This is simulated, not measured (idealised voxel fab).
Herein follows the process module entitled voxel capacitor over wiring.
The cross-section shown here is cut; it is 280 nm wide and divided into square cells measuring 5 nm on a side.
If you're reading a cross-section in this doc, picture square cells in a grid; it comes to you as bands, top ones listed first down to the bottom, and a band can be one or more rows of cells.
First you get the band's top height and its bottom height, in nm, and then the materials it's made of, left to right, with each width in nm. If you see a single material with "everywhere", that one covers the band edge to edge. "air" is empty space.
Heights are reckoned from 0. Under this level, the received wafer is all of one material. The bottommost band is open-ended downward, for example "from 0 down".
The expression "30->40" gives the width at the extremes of the band, the first number at its top row of cells and the second at its bottom row, with the width changing by equal amounts from each row to the next in between.
Reading "everything unchanged" for a step: not a cell of the cross-section changed in it.
Empty spaces counting at least 8 cells and having no open way to the top are listed in "Sealed voids". The notation width x height at distance is used for each, the distance being from the left edge and all three values in nm.
What comes after the settings on a step's line is commentary from the simulator itself on that step.
overlay nm: for a step with a mask, the amount by which the mask lay right of where it was planned; a negative amount means left of it.
**Steps planned for the process**
- 1: RECEIVE: material Si
- 2: CONFORMAL_DEP: material SiO2, thk nm 10
- 3: CONFORMAL_DEP: material SiCN, thk nm 5
- 4: DIRECTIONAL_DEP: material lowk, thk nm 25
- 5: PATTERN: tone open, mask id METAL_1, material resist, width nm 25, pitch nm 90, thk nm 15, overlay nm 0
- 6: DIRECTIONAL_ETCH: etch materials lowk, depth nm 25
- 7: DIRECTIONAL_ETCH: etch materials SiCN, depth nm 5
- 8: STRIP: etch materials resist
- 9: CONFORMAL_DEP: material TiN, thk nm 5
- 10: FILL_DEP: material Cu, thk nm 10
- 11: CMP: height nm 40
- 12: CONFORMAL_DEP: material SiCN, thk nm 5
- 13: DIRECTIONAL_DEP: material SiO2, thk nm 15
- 14: DIRECTIONAL_DEP: material aC, thk nm 10
- 15: PATTERN: tone open, mask id PLUG_1, material resist, width nm 15, thk nm 30, overlay nm 0
- 16: DIRECTIONAL_ETCH: etch materials aC, depth nm 10
- 17: STRIP: etch materials resist
- 18: DIRECTIONAL_ETCH: etch materials SiO2, depth nm 15
- 19: DIRECTIONAL_ETCH: etch materials SiCN, depth nm 5
- 20: STRIP: etch materials aC
- 21: EPI: material Ru, thk nm 10
- 22: EPI: material Ru, thk nm 10
- 23: DIRECTIONAL_DEP: material TiN, thk nm 10
- 24: DIRECTIONAL_DEP: material HfO2, thk nm 5
- 25: DIRECTIONAL_DEP: material TiN, thk nm 10
- 26: MASKED_ETCH: tone cover, mask id UPPER_PLATE, width nm 70, etch materials TiN, depth nm 10, overlay nm 0
- 27: MASKED_ETCH: tone cover, mask id UPPER_PLATE, width nm 70, etch materials HfO2, depth nm 5, overlay nm 0
- 28: MASKED_ETCH: tone cover, mask id LOWER_PLATE, width nm 80, etch materials TiN, depth nm 10, overlay nm 0
- 29: FILL_DEP: material SiO2, thk nm 20
- 30: CMP: height nm 100
- 31: PATTERN: tone open, mask id PLUG_2, material resist, width nm 15, thk nm 20, overlay nm 0
- 32: DIRECTIONAL_ETCH: etch materials SiO2, depth nm 15
- 33: STRIP: etch materials resist
- 34: CONFORMAL_DEP: material TiN, thk nm 5
- 35: FILL_DEP: material Ru, thk nm 5
- 36: CMP: height nm 100
- 37: CONFORMAL_DEP: material SiN, thk nm 5
**As received (post step 1): cross-section**
from 0 down: Si everywhere
Sealed voids: none
**Cross-section, first of two wafers, end of module, run as planned**
from 105 to 100: SiN everywhere
from 100 to 90: 100 nm SiO2 / 5 nm TiN / 5 nm Ru / 5 nm TiN / 165 nm SiO2
from 90 to 85: 100 nm SiO2 / 15 nm TiN / 165 nm SiO2
from 85 to 75: 90 nm SiO2 / 70 nm TiN / 120 nm SiO2
from 75 to 70: 90 nm SiO2 / 70 nm HfO2 / 120 nm SiO2
from 70 to 60: 85 nm SiO2 / 80 nm TiN / 115 nm SiO2
from 60 to 45: 90 nm SiO2 / 15 nm Ru / 175 nm SiO2
from 45 to 40: 90 nm SiCN / 15 nm Ru / 175 nm SiCN
from 40 to 15: 80 nm lowk / 5 nm TiN / 15 nm Cu / 5 nm TiN / 65 nm lowk / 5 nm TiN / 15 nm Cu / 5 nm TiN / 85 nm lowk
from 15 to 10: 80 nm SiCN / 25 nm TiN / 65 nm SiCN / 25 nm TiN / 85 nm SiCN
from 10 to 0: SiO2 everywhere
from 0 down: Si everywhere
Sealed voids: none
**second wafer at the end: like start, like plan, one mistake**
from 105 to 100: SiN everywhere
from 100 to 95: 100 nm SiO2 / 15 nm TiN / 165 nm SiO2
from 95 to 85: 90 nm SiO2 / 25 nm TiN / 165 nm SiO2
from 85 to 80: 90 nm SiO2 / 25 nm HfO2 / 45 nm TiN / 120 nm SiO2
from 80 to 75: 85 nm SiO2 / 75 nm TiN / 120 nm SiO2
from 75 to 70: 85 nm SiO2 / 30 nm TiN / 45 nm HfO2 / 120 nm SiO2
from 70 to 60: 80 nm SiO2 / 35 nm Ru / 50 nm TiN / 115 nm SiO2
from 60 to 45: 90 nm SiO2 / 15 nm Ru / 175 nm SiO2
from 45 to 40: 90 nm SiCN / 15 nm Ru / 175 nm SiCN
from 40 to 15: 80 nm lowk / 5 nm TiN / 15 nm Cu / 5 nm TiN / 65 nm lowk / 5 nm TiN / 15 nm Cu / 5 nm TiN / 85 nm lowk
from 15 to 10: 80 nm SiCN / 25 nm TiN / 65 nm SiCN / 25 nm TiN / 85 nm SiCN
from 10 to 0: SiO2 everywhere
from 0 down: Si everywhere
Sealed voids: none
Processing error: one of the like steps 21 and 22 was run twice, and which one is unknowable
At the finish, the second wafer shows more or fewer cells for some materials than the first does: +12 Ru | -8 SiO2 | -4 TiN
